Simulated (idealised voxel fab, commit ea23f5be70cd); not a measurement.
A process module follows: voxel released beams.
Square cell edge 5 nm, section width 245 nm, ID cut.
Heads up, the way a cross-section reads in here is a grid of square cells, handed over as bands from the top down, with every band being one or more rows of cells. It is stipulated that each band's entry specify, in nanometres, the height of the top of the band and then that of its bottom, followed by the materials of the band in left-to-right sequence, each together with its width in nanometres. A single material marked by the word "all across" is understood to fill the band from edge to edge; the word "empty" is understood to denote empty space. Height 0 is the level under which the wafer as received is all one material. The lowest band goes on downwards, as in "top 0, no bottom". Top row gets the first number, bottom row gets the second, and each row in between changes by the same step: that is how a band width like "30->40" works. Where the words "identical to before" appear for a step, the cross-section shows no cell changed by that step; every cell remained as before. Empty spaces without an open route to the top, at least 8 cells in extent, make up the entry "Voids, enclosed"; each is given as width x height at distance, where the distance is measured from the left edge, and all are in nm. Where a step's line continues beyond its settings, the continuation is a remark by the simulator itself on that step. Steps that use a mask can have "overlay nm" on their line. It says how far the mask sat to the right of where it was meant to be. Negative means to the left.
# The process steps that were planned are listed below
1) RECEIVE [material Si]
2) CONFORMAL_DEP [material Al2O3] [thk nm 5]
3) DIRECTIONAL_DEP [material SiO2] [thk nm 15]
4) DIRECTIONAL_DEP [material aC] [thk nm 10]
5) PATTERN [tone open] [mask id ANCHOR] [material resist] [width nm 25] [thk nm 30] [overlay nm 0]
6) DIRECTIONAL_ETCH [etch materials aC] [depth nm 10]
7) STRIP [etch materials resist]
8) DIRECTIONAL_ETCH [etch materials SiO2] [depth nm 15]
9) STRIP [etch materials aC]
10) CONFORMAL_DEP [material polySi] [thk nm 10]
11) DIRECTIONAL_DEP [material aC] [thk nm 15]
12) PATTERN [tone cover] [mask id BEAM] [material resist] [width nm 80] [thk nm 30] [overlay nm 0]
13) DIRECTIONAL_ETCH [etch materials aC] [depth nm 15]
14) STRIP [etch materials resist]
15) DIRECTIONAL_ETCH [etch materials polySi] [depth nm 10]
16) STRIP [etch materials aC]
17) STRIP [etch materials SiO2]
# So this is the incoming wafer in cross-section - it's already been through step 1
    top 0, no bottom  Si all across
    Voids, enclosed: none
# Below is the wafer in cross-section after the module was completed. It began from the starting point shown above and followed the plan shown above, except that one mistake was made while running it
    top 30, bottom 20  80 of empty / 80 of polySi / 85 of empty
    top 20, bottom 5  90 of empty / 15 of polySi / 140 of empty
    top 5, bottom 0  Al2O3 all across
    top 0, no bottom  Si all across
    Voids, enclosed: none
Misprocessing identified: for step 5, the planned setting was not used; the step was instead run as PATTERN [tone open] [mask id ANCHOR] [material resist] [width nm 15] [thk nm 30] [overlay nm 0]
